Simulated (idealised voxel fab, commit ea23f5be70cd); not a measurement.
The process module presented herein is designated voxel wiring stack.
This is section cut - it's 180 nm across, gridded in 5 nm square cells.
In this document a cross-section is written as a grid of square cells. It is given as a series of bands, listed from the top down, and a band is one or more rows of cells. Top, bottom (nm), then materials left to right with widths (nm); lone material tagged "full width" fills the whole band edge to edge; "empty" = empty space. Height reference: 0 = level under which incoming wafer is all one material. Lowest band: no bottom, runs on downward, e.g. "from 0 down". A two-number width, for instance "30->40", indicates that the width is equal to the first number in the top row of the band and to the second number in the bottom row, and that it changes by a constant amount per row of cells. Reading "remained the same" for a step: not a cell of the cross-section changed in it. Reported under the label "Closed void table" are the empty spaces having no open way to the top and comprising 8 cells or more; the notation for each is width x height at distance, in which the distance is measured from the left edge and all three values are in nm. If you see something after the settings on a step's line, that's the simulator's own remark about that step. On any step carrying a mask, the "overlay nm" setting, if present on the step's line, tells how far right of its planned place the mask lay; negative values point to the left. How should the pairs below be read? Each gives the cross-section before one process step and the cross-section after it, the latter drawn only to the lowest band that changed; the step that lies between them, with its settings, appears under the pair. Does a pair pick up where the pair above left off? Only where its entry headed "Prior to processing" says so, since pairs can come from different runs of this module on the same starting wafer.
Prior to processing
- from 115 to 110  TiN=60 / empty=15 / TiN=25 / empty=15 / TiN=65
- from 110 to 100  SiO2=55 / TiN=5 / empty=15 / TiN=5 / SiO2=15 / TiN=5 / empty=15 / TiN=5 / SiO2=60
- from 100 to 95  SiO2=55 / TiN=5 / empty=5 / TiN=15 / SiO2=15 / TiN=25 / SiO2=60
- from 95 to 80  SiO2=55 / TiN=5 / empty=5 / TiN=5 / SiO2=110
- from 80 to 75  SiCN=55 / TiN=15 / SiCN=110
- from 75 to 60  lowk=50 / SiN=5 / W=25 / SiN=5 / lowk=5 / SiN=5 / W=25 / SiN=5 / lowk=55
- from 60 to 55  SiN=55 / TiN=25 / SiN=15 / TiN=25 / SiN=60
- from 55 to 45  SiO2=55 / TiN=5 / Ru=5 / TiN=5 / SiO2=25 / TiN=5 / Ru=5 / TiN=5 / SiO2=70
- from 45 to 40  SiCN=55 / TiN=15 / SiCN=25 / TiN=15 / SiCN=70
- from 40 to 35  SiCN=50 / Ru=35 / SiCN=5 / Ru=35 / SiCN=55
- from 35 to 25  SiO2=55 / TiN=5 / Cu=15 / TiN=5 / SiO2=15 / TiN=5 / Cu=15 / TiN=5 / SiO2=60
- from 25 to 20  SiO2=55 / TiN=25 / SiO2=15 / TiN=25 / SiO2=60
- from 20 to 5  SiO2 full width
- from 5 to 0  SiN full width
- from 0 down  Si full width
- Closed void table: none
As Processed
- from 120 to 115  Cu full width
- from 115 to 110  TiN=60 / Cu=15 / TiN=25 / Cu=15 / TiN=65
- from 110 to 100  SiO2=55 / TiN=5 / Cu=15 / TiN=5 / SiO2=15 / TiN=5 / Cu=15 / TiN=5 / SiO2=60
- from 100 to 95  SiO2=55 / TiN=5 / Cu=5 / TiN=15 / SiO2=15 / TiN=25 / SiO2=60
- from 95 to 80  SiO2=55 / TiN=5 / Cu=5 / TiN=5 / SiO2=110
- Anything lower than 80 is untouched.
- Closed void table: none
The process step bridging the two cross-sections above: FILL_DEP with material Cu, thk nm 5
Prior to processing: The prior state of this step coincides with the post-step cross-section of the pair just above.
As Processed
- from 110 to 100  SiO2=55 / TiN=5 / Cu=15 / TiN=5 / SiO2=15 / TiN=5 / Cu=15 / TiN=5 / SiO2=60
- Anything lower than 100 is untouched.
- Closed void table: none
The process step bridging the two cross-sections above: CMP with height nm 110
Prior to processing: The prior state of this step coincides with the post-step cross-section of the pair just above.
As Processed
- from 115 to 110  SiN full width
- Anything lower than 110 is untouched.
- Closed void table: none
The process step bridging the two cross-sections above: CONFORMAL_DEP with material SiN, thk nm 5
Prior to processing
- from 120 to 115  Cu full width
- from 115 to 110  TiN=60 / Cu=15 / TiN=25 / Cu=15 / TiN=65
- from 110 to 100  SiO2=55 / TiN=5 / Cu=15 / TiN=5 / SiO2=15 / TiN=5 / Cu=15 / TiN=5 / SiO2=60
- from 100 to 95  SiO2=55 / TiN=5 / Cu=5 / TiN=15 / SiO2=15 / TiN=25 / SiO2=60
- from 95 to 80  SiO2=55 / TiN=5 / Cu=5 / TiN=5 / SiO2=110
- from 80 to 75  SiCN=55 / TiN=15 / SiCN=110
- from 75 to 60  lowk=50 / SiN=5 / W=25 / SiN=5 / lowk=5 / SiN=5 / W=25 / SiN=5 / lowk=55
- from 60 to 55  SiN=55 / TiN=25 / SiN=15 / TiN=25 / SiN=60
- from 55 to 45  SiO2=55 / TiN=5 / Ru=5 / TiN=5 / SiO2=25 / TiN=5 / Ru=5 / TiN=5 / SiO2=70
- from 45 to 40  SiCN=55 / TiN=15 / SiCN=25 / TiN=15 / SiCN=70
- from 40 to 35  SiCN=50 / Ru=35 / SiCN=5 / Ru=35 / SiCN=55
- from 35 to 20  SiO2=55 / TiN=5 / Cu=15 / TiN=5 / SiO2=15 / TiN=5 / Cu=15 / TiN=5 / SiO2=60
- from 20 to 15  SiN=55 / TiN=25 / SiN=15 / TiN=25 / SiN=60
- from 15 to 0  SiO2 full width
- from 0 down  Si full width
- Closed void table: none
As Processed
- from 100 to 95  SiO2=55 / TiN=5 / Cu=5 / TiN=15 / SiO2=15 / TiN=25 / SiO2=60
- Anything lower than 95 is untouched.
- Closed void table: none
The process step bridging the two cross-sections above: CMP with height nm 100
Prior to processing: The prior state of this step coincides with the post-step cross-section of the pair just above.
As Processed
- from 105 to 100  SiN full width
- Anything lower than 100 is untouched.
- Closed void table: none
The process step bridging the two cross-sections above: CONFORMAL_DEP with material SiN, thk nm 5
Prior to processing
- from 50 to 35  aC full width
- from 35 to 20  SiO2 full width
- from 20 to 15  SiN full width
- from 15 to 0  SiO2 full width
- from 0 down  Si full width
- Closed void table: none
As Processed
- from 85 to 50  resist=60 / empty=15 / resist=25 / empty=15 / resist=65
- Anything lower than 50 is untouched.
- Closed void table: none
The process step bridging the two cross-sections above: PATTERN with tone open, mask id METAL_1, material resist, width nm 15, pitch nm 40, thk nm 35, overlay nm 0
Prior to processing: The prior state of this step coincides with the post-step cross-section of the pair just above.
As Processed
- from 70 to 50  resist=60 / empty=15 / resist=25 / empty=15 / resist=65
- from 50 to 35  aC=60 / empty=15 / aC=25 / empty=15 / aC=65
- Anything lower than 35 is untouched.
- Closed void table: none
The process step bridging the two cross-sections above: DIRECTIONAL_ETCH with etch materials aC, depth nm 15
Prior to processing: The prior state of this step coincides with the post-step cross-section of the pair just above.
As Processed
- from 50 to 35  aC=60 / empty=15 / aC=25 / empty=15 / aC=65
- Anything lower than 35 is untouched.
- Closed void table: none
The process step bridging the two cross-sections above: STRIP with etch materials resist
Prior to processing: The prior state of this step coincides with the post-step cross-section of the pair just above.
As Processed
- from 50 to 35  aC=60 / empty=15 / aC=25 / empty=15 / aC=65
- from 35 to 20  SiO2=60 / empty=15 / SiO2=25 / empty=15 / SiO2=65
- Anything lower than 20 is untouched.
- Closed void table: none
The process step bridging the two cross-sections above: DIRECTIONAL_ETCH with etch materials SiO2, depth nm 15
Prior to processing: The prior state of this step coincides with the post-step cross-section of the pair just above.
As Processed
- from 50 to 35  aC=60 / empty=15 / aC=25 / empty=15 / aC=65
- from 35 to 20  SiO2=60 / empty=15 / SiO2=25 / empty=15 / SiO2=65
- from 20 to 15  SiN=60 / empty=15 / SiN=25 / empty=15 / SiN=65
- Anything lower than 15 is untouched.
- Closed void table: none
The process step bridging the two cross-sections above: DIRECTIONAL_ETCH with etch materials SiN, depth nm 5
Prior to processing: The prior state of this step coincides with the post-step cross-section of the pair just above.
As Processed
- from 35 to 20  SiO2=60 / empty=15 / SiO2=25 / empty=15 / SiO2=65
- Anything lower than 20 is untouched.
- Closed void table: none
The process step bridging the two cross-sections above: STRIP with etch materials aC
Prior to processing: The prior state of this step coincides with the post-step cross-section of the pair just above.
As Processed
- from 40 to 35  TiN=65 / empty=5 / TiN=35 / empty=5 / TiN=70
- from 35 to 20  SiO2=60 / TiN=5 / empty=5 / TiN=5 / SiO2=25 / TiN=5 / empty=5 / TiN=5 / SiO2=65
- from 20 to 15  SiN=60 / TiN=15 / SiN=25 / TiN=15 / SiN=65
- Anything lower than 15 is untouched.
- Closed void table: none
The process step bridging the two cross-sections above: CONFORMAL_DEP with material TiN, thk nm 5
Prior to processing: The prior state of this step coincides with the post-step cross-section of the pair just above.
As Processed
- from 45 to 40  Cu full width
- from 40 to 35  TiN=65 / Cu=5 / TiN=35 / Cu=5 / TiN=70
- from 35 to 20  SiO2=60 / TiN=5 / Cu=5 / TiN=5 / SiO2=25 / TiN=5 / Cu=5 / TiN=5 / SiO2=65
- Anything lower than 20 is untouched.
- Closed void table: none
The process step bridging the two cross-sections above: FILL_DEP with material Cu, thk nm 5
Prior to processing: The prior state of this step coincides with the post-step cross-section of the pair just above.
As Processed
- from 35 to 20  SiO2=60 / TiN=5 / Cu=5 / TiN=5 / SiO2=25 / TiN=5 / Cu=5 / TiN=5 / SiO2=65
- Anything lower than 20 is untouched.
- Closed void table: none
The process step bridging the two cross-sections above: CMP with height nm 35
Prior to processing: The prior state of this step coincides with the post-step cross-section of the pair just above.
As Processed
- from 40 to 35  empty=55 / Ru=25 / empty=15 / Ru=25 / empty=60
- Anything lower than 35 is untouched.
- Closed void table: none
The process step bridging the two cross-sections above: EPI with material Ru, thk nm 5
Prior to processing: The prior state of this step coincides with the post-step cross-section of the pair just above.
As Processed
- from 45 to 40  SiCN full width
- from 40 to 35  SiCN=55 / Ru=25 / SiCN=15 / Ru=25 / SiCN=60
- Anything lower than 35 is untouched.
- Closed void table: none
The process step bridging the two cross-sections above: FILL_DEP with material SiCN, thk nm 5
Prior to processing: The prior state of this step coincides with the post-step cross-section of the pair just above.
As Processed
- from 55 to 45  SiO2 full width
- Anything lower than 45 is untouched.
- Closed void table: none
The process step bridging the two cross-sections above: DIRECTIONAL_DEP with material SiO2, thk nm 10
Prior to processing: The prior state of this step coincides with the post-step cross-section of the pair just above.
As Processed
- from 70 to 55  resist=55 / empty=15 / resist=25 / empty=15 / resist=70
- Anything lower than 55 is untouched.
- Closed void table: none
The process step bridging the two cross-sections above: PATTERN with tone open, mask id PLUG_1, material resist, width nm 15, pitch nm 40, thk nm 15, overlay nm 0
Prior to processing: The prior state of this step coincides with the post-step cross-section of the pair just above.
As Processed
- from 70 to 55  resist=55 / empty=15 / resist=25 / empty=15 / resist=70
- from 55 to 45  SiO2=55 / empty=15 / SiO2=25 / empty=15 / SiO2=70
- Anything lower than 45 is untouched.
- Closed void table: none
The process step bridging the two cross-sections above: DIRECTIONAL_ETCH with etch materials SiO2, depth nm 10
Prior to processing: The prior state of this step coincides with the post-step cross-section of the pair just above.
As Processed
- from 70 to 55  resist=55 / empty=15 / resist=25 / empty=15 / resist=70
- from 55 to 45  SiO2=55 / empty=15 / SiO2=25 / empty=15 / SiO2=70
- from 45 to 40  SiCN=55 / empty=15 / SiCN=25 / empty=15 / SiCN=70
- Anything lower than 40 is untouched.
- Closed void table: none
The process step bridging the two cross-sections above: DIRECTIONAL_ETCH with etch materials SiCN, depth nm 5
Prior to processing: The prior state of this step coincides with the post-step cross-section of the pair just above.
As Processed
- from 55 to 45  SiO2=55 / empty=15 / SiO2=25 / empty=15 / SiO2=70
- Anything lower than 45 is untouched.
- Closed void table: none
The process step bridging the two cross-sections above: STRIP with etch materials resist
Prior to processing: The prior state of this step coincides with the post-step cross-section of the pair just above.
As Processed
- from 60 to 55  TiN=60 / empty=5 / TiN=35 / empty=5 / TiN=75
- from 55 to 45  SiO2=55 / TiN=5 / empty=5 / TiN=5 / SiO2=25 / TiN=5 / empty=5 / TiN=5 / SiO2=70
- from 45 to 40  SiCN=55 / TiN=15 / SiCN=25 / TiN=15 / SiCN=70
- Anything lower than 40 is untouched.
- Closed void table: none
The process step bridging the two cross-sections above: CONFORMAL_DEP with material TiN, thk nm 5
Prior to processing: The prior state of this step coincides with the post-step cross-section of the pair just above.
As Processed
- from 70 to 60  Ru full width
- from 60 to 55  TiN=60 / Ru=5 / TiN=35 / Ru=5 / TiN=75
- from 55 to 45  SiO2=55 / TiN=5 / Ru=5 / TiN=5 / SiO2=25 / TiN=5 / Ru=5 / TiN=5 / SiO2=70
- Anything lower than 45 is untouched.
- Closed void table: none
The process step bridging the two cross-sections above: FILL_DEP with material Ru, thk nm 10
Prior to processing: The prior state of this step coincides with the post-step cross-section of the pair just above.
As Processed
- from 55 to 45  SiO2=55 / TiN=5 / Ru=5 / TiN=5 / SiO2=25 / TiN=5 / Ru=5 / TiN=5 / SiO2=70
- Anything lower than 45 is untouched.
- Closed void table: none
The process step bridging the two cross-sections above: CMP with height nm 55
Prior to processing: The prior state of this step coincides with the post-step cross-section of the pair just above.
As Processed
- from 60 to 55  TiN full width
- Anything lower than 55 is untouched.
- Closed void table: none
The process step bridging the two cross-sections above: DIRECTIONAL_DEP with material TiN, thk nm 5
Prior to processing: The prior state of this step coincides with the post-step cross-section of the pair just above.
As Processed
- from 75 to 60  W full width
- Anything lower than 60 is untouched.
- Closed void table: none
The process step bridging the two cross-sections above: DIRECTIONAL_DEP with material W, thk nm 15
Prior to processing: The prior state of this step coincides with the post-step cross-section of the pair just above.
As Processed
- from 95 to 75  empty=55 / resist=25 / empty=15 / resist=25 / empty=60
- Anything lower than 75 is untouched.
- Closed void table: none
The process step bridging the two cross-sections above: PATTERN with tone cover, mask id METAL_2, material resist, width nm 25, pitch nm 40, thk nm 20, overlay nm 0
Prior to processing: The prior state of this step coincides with the post-step cross-section of the pair just above.
As Processed
- from 95 to 75  empty=55 / resist=25 / empty=15 / resist=25 / empty=60
- from 75 to 60  empty=55 / W=25 / empty=15 / W=25 / empty=60
- Anything lower than 60 is untouched.
- Closed void table: none
The process step bridging the two cross-sections above: DIRECTIONAL_ETCH with etch materials W, depth nm 15
Prior to processing: The prior state of this step coincides with the post-step cross-section of the pair just above.
As Processed
- from 95 to 75  empty=55 / resist=25 / empty=15 / resist=25 / empty=60
- from 75 to 60  empty=55 / W=25 / empty=15 / W=25 / empty=60
- from 60 to 55  empty=55 / TiN=25 / empty=15 / TiN=25 / empty=60
- Anything lower than 55 is untouched.
- Closed void table: none
The process step bridging the two cross-sections above: DIRECTIONAL_ETCH with etch materials TiN, depth nm 5
Prior to processing: The prior state of this step coincides with the post-step cross-section of the pair just above.
As Processed
- from 75 to 60  empty=55 / W=25 / empty=15 / W=25 / empty=60
- Anything lower than 60 is untouched.
- Closed void table: none
The process step bridging the two cross-sections above: STRIP with etch materials resist
Prior to processing: The prior state of this step coincides with the post-step cross-section of the pair just above.
As Processed
- from 80 to 75  empty=50 / SiN=35 / empty=5 / SiN=35 / empty=55
- from 75 to 60  empty=50 / SiN=5 / W=25 / SiN=5 / empty=5 / SiN=5 / W=25 / SiN=5 / empty=55
- from 60 to 55  SiN=55 / TiN=25 / SiN=15 / TiN=25 / SiN=60
- Anything lower than 55 is untouched.
- Closed void table: none
The process step bridging the two cross-sections above: CONFORMAL_DEP with material SiN, thk nm 5
Prior to processing: The prior state of this step coincides with the post-step cross-section of the pair just above.
As Processed
- from 90 to 80  lowk full width
- from 80 to 75  lowk=50 / SiN=35 / lowk=5 / SiN=35 / lowk=55
- from 75 to 60  lowk=50 / SiN=5 / W=25 / SiN=5 / lowk=5 / SiN=5 / W=25 / SiN=5 / lowk=55
- Anything lower than 60 is untouched.
- Closed void table: none
The process step bridging the two cross-sections above: FILL_DEP with material lowk, thk nm 10
Prior to processing: The prior state of this step coincides with the post-step cross-section of the pair just above.
As Processed
- from 75 to 60  lowk=50 / SiN=5 / W=25 / SiN=5 / lowk=5 / SiN=5 / W=25 / SiN=5 / lowk=55
- Anything lower than 60 is untouched.
- Closed void table: none
The process step bridging the two cross-sections above: CMP with height nm 75
Prior to processing: The prior state of this step coincides with the post-step cross-section of the pair just above.
As Processed
- from 80 to 75  SiCN full width
- Anything lower than 75 is untouched.
- Closed void table: none
The process step bridging the two cross-sections above: CONFORMAL_DEP with material SiCN, thk nm 5
Prior to processing: The prior state of this step coincides with the post-step cross-section of the pair just above.
As Processed
- from 110 to 80  SiO2 full width
- Anything lower than 80 is untouched.
- Closed void table: none
The process step bridging the two cross-sections above: DIRECTIONAL_DEP with material SiO2, thk nm 30
Prior to processing: The prior state of this step coincides with the post-step cross-section of the pair just above.
As Processed
- from 120 to 110  aC full width
- Anything lower than 110 is untouched.
- Closed void table: none
The process step bridging the two cross-sections above: DIRECTIONAL_DEP with material aC, thk nm 10
Prior to processing: The prior state of this step coincides with the post-step cross-section of the pair just above.
As Processed
- from 150 to 120  resist=55 / empty=15 / resist=110
- Anything lower than 120 is untouched.
- Closed void table: none
The process step bridging the two cross-sections above: PATTERN with tone open, mask id METAL_3_HOLES, material resist, width nm 15, thk nm 30, overlay nm 0
Prior to processing: The prior state of this step coincides with the post-step cross-section of the pair just above.
As Processed
- from 140 to 120  resist=55 / empty=15 / resist=110
- from 120 to 110  aC=55 / empty=15 / aC=110
- Anything lower than 110 is untouched.
- Closed void table: none
The process step bridging the two cross-sections above: DIRECTIONAL_ETCH with etch materials aC, depth nm 10
Prior to processing: The prior state of this step coincides with the post-step cross-section of the pair just above.
As Processed
- from 120 to 110  aC=55 / empty=15 / aC=110
- Anything lower than 110 is untouched.
- Closed void table: none
The process step bridging the two cross-sections above: STRIP with etch materials resist
Prior to processing: The prior state of this step coincides with the post-step cross-section of the pair just above.
As Processed
- from 120 to 110  aC=55 / empty=15 / aC=110
- from 110 to 80  SiO2=55 / empty=15 / SiO2=110
- Anything lower than 80 is untouched.
- Closed void table: none
The process step bridging the two cross-sections above: DIRECTIONAL_ETCH with etch materials SiO2, depth nm 30
Prior to processing: The prior state of this step coincides with the post-step cross-section of the pair just above.
As Processed
- from 110 to 80  SiO2=55 / empty=15 / SiO2=110
- Anything lower than 80 is untouched.
- Closed void table: none
The process step bridging the two cross-sections above: STRIP with etch materials aC
Prior to processing: The prior state of this step coincides with the post-step cross-section of the pair just above.
As Processed
- from 125 to 110  aC=55 / empty=15 / aC=110
- from 110 to 95  SiO2=55 / empty=15 / SiO2=110
- from 95 to 80  SiO2=55 / aC=15 / SiO2=110
- Anything lower than 80 is untouched.
- Closed void table: none
The process step bridging the two cross-sections above: DIRECTIONAL_DEP with material aC, thk nm 15
Prior to processing: The prior state of this step coincides with the post-step cross-section of the pair just above.
As Processed
- from 155 to 125  resist=55 / empty=25 / resist=15 / empty=25 / resist=60
- Anything lower than 125 is untouched.
- Closed void table: none
The process step bridging the two cross-sections above: PATTERN with tone open, mask id METAL_3, material resist, width nm 25, pitch nm 40, thk nm 30, overlay nm 0
Prior to processing: The prior state of this step coincides with the post-step cross-section of the pair just above.
As Processed
- from 140 to 125  resist=55 / empty=25 / resist=15 / empty=25 / resist=60
- from 125 to 110  aC=55 / empty=25 / aC=15 / empty=25 / aC=60
- from 110 to 80  SiO2=55 / empty=15 / SiO2=110
- Anything lower than 80 is untouched.
- Closed void table: none
The process step bridging the two cross-sections above: DIRECTIONAL_ETCH with etch materials aC, depth nm 15
Prior to processing: The prior state of this step coincides with the post-step cross-section of the pair just above.
As Processed
- from 125 to 110  aC=55 / empty=25 / aC=15 / empty=25 / aC=60
- Anything lower than 110 is untouched.
- Closed void table: none
The process step bridging the two cross-sections above: STRIP with etch materials resist
Prior to processing: The prior state of this step coincides with the post-step cross-section of the pair just above.
As Processed
- from 125 to 110  aC=55 / empty=25 / aC=15 / empty=25 / aC=60
- from 110 to 95  SiO2=55 / empty=25 / SiO2=15 / empty=25 / SiO2=60
- Anything lower than 95 is untouched.
- Closed void table: none
The process step bridging the two cross-sections above: DIRECTIONAL_ETCH with etch materials SiO2, depth nm 15
Prior to processing: The prior state of this step coincides with the post-step cross-section of the pair just above.
As Processed
- from 125 to 110  aC=55 / empty=25 / aC=15 / empty=25 / aC=60
- from 110 to 95  SiO2=55 / empty=25 / SiO2=15 / empty=25 / SiO2=60
- from 95 to 80  SiO2=55 / empty=15 / SiO2=110
- from 80 to 75  SiCN=55 / empty=15 / SiCN=110
- Anything lower than 75 is untouched.
- Closed void table: none
The process step bridging the two cross-sections above: DIRECTIONAL_ETCH with etch materials SiCN, depth nm 5
Prior to processing: The prior state of this step coincides with the post-step cross-section of the pair just above.
As Processed
- from 110 to 95  SiO2=55 / empty=25 / SiO2=15 / empty=25 / SiO2=60
- Anything lower than 95 is untouched.
- Closed void table: none
The process step bridging the two cross-sections above: STRIP with etch materials aC
Prior to processing: The prior state of this step coincides with the post-step cross-section of the pair just above.
As Processed
- from 115 to 110  TiN=60 / empty=15 / TiN=25 / empty=15 / TiN=65
- from 110 to 100  SiO2=55 / TiN=5 / empty=15 / TiN=5 / SiO2=15 / TiN=5 / empty=15 / TiN=5 / SiO2=60
- from 100 to 95  SiO2=55 / TiN=5 / empty=5 / TiN=15 / SiO2=15 / TiN=25 / SiO2=60
- from 95 to 80  SiO2=55 / TiN=5 / empty=5 / TiN=5 / SiO2=110
- from 80 to 75  SiCN=55 / TiN=15 / SiCN=110
- Anything lower than 75 is untouched.
- Closed void table: none
The process step bridging the two cross-sections above: CONFORMAL_DEP with material TiN, thk nm 5
Prior to processing: The prior state of this step coincides with the post-step cross-section of the pair just above.
As Processed
- from 120 to 115  Cu full width
- from 115 to 110  TiN=60 / Cu=15 / TiN=25 / Cu=15 / TiN=65
- from 110 to 100  SiO2=55 / TiN=5 / Cu=15 / TiN=5 / SiO2=15 / TiN=5 / Cu=15 / TiN=5 / SiO2=60
- from 100 to 95  SiO2=55 / TiN=5 / Cu=5 / TiN=15 / SiO2=15 / TiN=25 / SiO2=60
- from 95 to 80  SiO2=55 / TiN=5 / Cu=5 / TiN=5 / SiO2=110
- Anything lower than 80 is untouched.
- Closed void table: none
The process step bridging the two cross-sections above: FILL_DEP with material Cu, thk nm 5
Prior to processing: The prior state of this step coincides with the post-step cross-section of the pair just above.
As Processed
- from 110 to 100  SiO2=55 / TiN=5 / Cu=15 / TiN=5 / SiO2=15 / TiN=5 / Cu=15 / TiN=5 / SiO2=60
- Anything lower than 100 is untouched.
- Closed void table: none
The process step bridging the two cross-sections above: CMP with height nm 110
Prior to processing: The prior state of this step coincides with the post-step cross-section of the pair just above.
As Processed
- from 115 to 110  SiN full width
- Anything lower than 110 is untouched.
- Closed void table: none
The process step bridging the two cross-sections above: CONFORMAL_DEP with material SiN, thk nm 5
Prior to processing
- from 75 to 60  W full width
- from 60 to 55  TiN full width
- from 55 to 45  SiO2=55 / TiN=5 / Ru=5 / TiN=5 / SiO2=25 / TiN=5 / Ru=5 / TiN=5 / SiO2=70
- from 45 to 40  SiCN=55 / TiN=15 / SiCN=25 / TiN=15 / SiCN=70
- from 40 to 35  SiCN=50 / Ru=35 / SiCN=5 / Ru=35 / SiCN=55
- from 35 to 20  SiO2=55 / TiN=5 / Cu=15 / TiN=5 / SiO2=15 / TiN=5 / Cu=15 / TiN=5 / SiO2=60
- from 20 to 15  SiN=55 / TiN=25 / SiN=15 / TiN=25 / SiN=60
- from 15 to 0  SiO2 full width
- from 0 down  Si full width
- Closed void table: none
As Processed
- from 95 to 75  empty=60 / resist=25 / empty=15 / resist=25 / empty=55
- Anything lower than 75 is untouched.
- Closed void table: none
The process step bridging the two cross-sections above: PATTERN with tone cover, mask id METAL_2, material resist, width nm 25, pitch nm 40, thk nm 20, overlay nm 5
Prior to processing: The prior state of this step coincides with the post-step cross-section of the pair just above.
As Processed
- from 95 to 75  empty=60 / resist=25 / empty=15 / resist=25 / empty=55
- from 75 to 60  empty=60 / W=25 / empty=15 / W=25 / empty=55
- Anything lower than 60 is untouched.
- Closed void table: none
The process step bridging the two cross-sections above: DIRECTIONAL_ETCH with etch materials W, depth nm 15
Prior to processing: The prior state of this step coincides with the post-step cross-section of the pair just above.
As Processed
- from 95 to 75  empty=60 / resist=25 / empty=15 / resist=25 / empty=55
- from 75 to 60  empty=60 / W=25 / empty=15 / W=25 / empty=55
- from 60 to 55  empty=60 / TiN=25 / empty=15 / TiN=25 / empty=55
- Anything lower than 55 is untouched.
- Closed void table: none
The process step bridging the two cross-sections above: DIRECTIONAL_ETCH with etch materials TiN, depth nm 5
Prior to processing: The prior state of this step coincides with the post-step cross-section of the pair just above.
As Processed
- from 75 to 60  empty=60 / W=25 / empty=15 / W=25 / empty=55
- Anything lower than 60 is untouched.
- Closed void table: none
The process step bridging the two cross-sections above: STRIP with etch materials resist
Prior to processing: The prior state of this step coincides with the post-step cross-section of the pair just above.
As Processed
- from 80 to 75  empty=55 / SiN=35 / empty=5 / SiN=35 / empty=50
- from 75 to 60  empty=55 / SiN=5 / W=25 / SiN=5 / empty=5 / SiN=5 / W=25 / SiN=5 / empty=50
- from 60 to 55  SiN=60 / TiN=25 / SiN=15 / TiN=25 / SiN=55
- Anything lower than 55 is untouched.
- Closed void table: none
The process step bridging the two cross-sections above: CONFORMAL_DEP with material SiN, thk nm 5
Prior to processing: The prior state of this step coincides with the post-step cross-section of the pair just above.
As Processed
- from 90 to 80  lowk full width
- from 80 to 75  lowk=55 / SiN=35 / lowk=5 / SiN=35 / lowk=50
- from 75 to 60  lowk=55 / SiN=5 / W=25 / SiN=5 / lowk=5 / SiN=5 / W=25 / SiN=5 / lowk=50
- Anything lower than 60 is untouched.
- Closed void table: none
The process step bridging the two cross-sections above: FILL_DEP with material lowk, thk nm 10
Prior to processing: The prior state of this step coincides with the post-step cross-section of the pair just above.
As Processed
- from 75 to 60  lowk=55 / SiN=5 / W=25 / SiN=5 / lowk=5 / SiN=5 / W=25 / SiN=5 / lowk=50
- Anything lower than 60 is untouched.
- Closed void table: none
The process step bridging the two cross-sections above: CMP with height nm 75
Prior to processing: The prior state of this step coincides with the post-step cross-section of the pair just above.
As Processed
- from 80 to 75  SiCN full width
- Anything lower than 75 is untouched.
- Closed void table: none
The process step bridging the two cross-sections above: CONFORMAL_DEP with material SiCN, thk nm 5
Prior to processing: The prior state of this step coincides with the post-step cross-section of the pair just above.
As Processed
- from 110 to 80  SiO2 full width
- Anything lower than 80 is untouched.
- Closed void table: none
The process step bridging the two cross-sections above: DIRECTIONAL_DEP with material SiO2, thk nm 30
Prior to processing: The prior state of this step coincides with the post-step cross-section of the pair just above.
As Processed
- from 120 to 110  aC full width
- Anything lower than 110 is untouched.
- Closed void table: none
The process step bridging the two cross-sections above: DIRECTIONAL_DEP with material aC, thk nm 10
Prior to processing: The prior state of this step coincides with the post-step cross-section of the pair just above.
As Processed
- from 150 to 120  resist=55 / empty=15 / resist=110
- Anything lower than 120 is untouched.
- Closed void table: none
The process step bridging the two cross-sections above: PATTERN with tone open, mask id METAL_3_HOLES, material resist, width nm 15, thk nm 30, overlay nm 0
Prior to processing: The prior state of this step coincides with the post-step cross-section of the pair just above.
As Processed
- from 140 to 120  resist=55 / empty=15 / resist=110
- from 120 to 110  aC=55 / empty=15 / aC=110
- Anything lower than 110 is untouched.
- Closed void table: none
The process step bridging the two cross-sections above: DIRECTIONAL_ETCH with etch materials aC, depth nm 10
Prior to processing: The prior state of this step coincides with the post-step cross-section of the pair just above.
As Processed
- from 120 to 110  aC=55 / empty=15 / aC=110
- Anything lower than 110 is untouched.
- Closed void table: none
The process step bridging the two cross-sections above: STRIP with etch materials resist
Prior to processing: The prior state of this step coincides with the post-step cross-section of the pair just above.
As Processed
- from 120 to 110  aC=55 / empty=15 / aC=110
- from 110 to 80  SiO2=55 / empty=15 / SiO2=110
- Anything lower than 80 is untouched.
- Closed void table: none
The process step bridging the two cross-sections above: DIRECTIONAL_ETCH with etch materials SiO2, depth nm 30
Prior to processing: The prior state of this step coincides with the post-step cross-section of the pair just above.
As Processed
- from 110 to 80  SiO2=55 / empty=15 / SiO2=110
- Anything lower than 80 is untouched.
- Closed void table: none
The process step bridging the two cross-sections above: STRIP with etch materials aC
Prior to processing: The prior state of this step coincides with the post-step cross-section of the pair just above.
As Processed
- from 125 to 110  aC=55 / empty=15 / aC=110
- from 110 to 95  SiO2=55 / empty=15 / SiO2=110
- from 95 to 80  SiO2=55 / aC=15 / SiO2=110
- Anything lower than 80 is untouched.
- Closed void table: none
The process step bridging the two cross-sections above: DIRECTIONAL_DEP with material aC, thk nm 15
Prior to processing: The prior state of this step coincides with the post-step cross-section of the pair just above.
As Processed
- from 155 to 125  resist=55 / empty=25 / resist=15 / empty=25 / resist=60
- Anything lower than 125 is untouched.
- Closed void table: none
The process step bridging the two cross-sections above: PATTERN with tone open, mask id METAL_3, material resist, width nm 25, pitch nm 40, thk nm 30, overlay nm 0
Prior to processing: The prior state of this step coincides with the post-step cross-section of the pair just above.
As Processed
- from 140 to 125  resist=55 / empty=25 / resist=15 / empty=25 / resist=60
- from 125 to 110  aC=55 / empty=25 / aC=15 / empty=25 / aC=60
- from 110 to 80  SiO2=55 / empty=15 / SiO2=110
- Anything lower than 80 is untouched.
- Closed void table: none
The process step bridging the two cross-sections above: DIRECTIONAL_ETCH with etch materials aC, depth nm 15
Prior to processing: The prior state of this step coincides with the post-step cross-section of the pair just above.
As Processed
- from 125 to 110  aC=55 / empty=25 / aC=15 / empty=25 / aC=60
- Anything lower than 110 is untouched.
- Closed void table: none
The process step bridging the two cross-sections above: STRIP with etch materials resist
Prior to processing: The prior state of this step coincides with the post-step cross-section of the pair just above.
As Processed
- from 125 to 110  aC=55 / empty=25 / aC=15 / empty=25 / aC=60
- from 110 to 95  SiO2=55 / empty=25 / SiO2=15 / empty=25 / SiO2=60
- Anything lower than 95 is untouched.
- Closed void table: none
The process step bridging the two cross-sections above: DIRECTIONAL_ETCH with etch materials SiO2, depth nm 15
Prior to processing: The prior state of this step coincides with the post-step cross-section of the pair just above.
As Processed
- from 125 to 110  aC=55 / empty=25 / aC=15 / empty=25 / aC=60
- from 110 to 95  SiO2=55 / empty=25 / SiO2=15 / empty=25 / SiO2=60
- from 95 to 80  SiO2=55 / empty=15 / SiO2=110
- from 80 to 75  SiCN=55 / empty=15 / SiCN=110
- Anything lower than 75 is untouched.
- Closed void table: none
The process step bridging the two cross-sections above: DIRECTIONAL_ETCH with etch materials SiCN, depth nm 5
Prior to processing: The prior state of this step coincides with the post-step cross-section of the pair just above.
As Processed
- from 110 to 95  SiO2=55 / empty=25 / SiO2=15 / empty=25 / SiO2=60
- Anything lower than 95 is untouched.
- Closed void table: none
The process step bridging the two cross-sections above: STRIP with etch materials aC
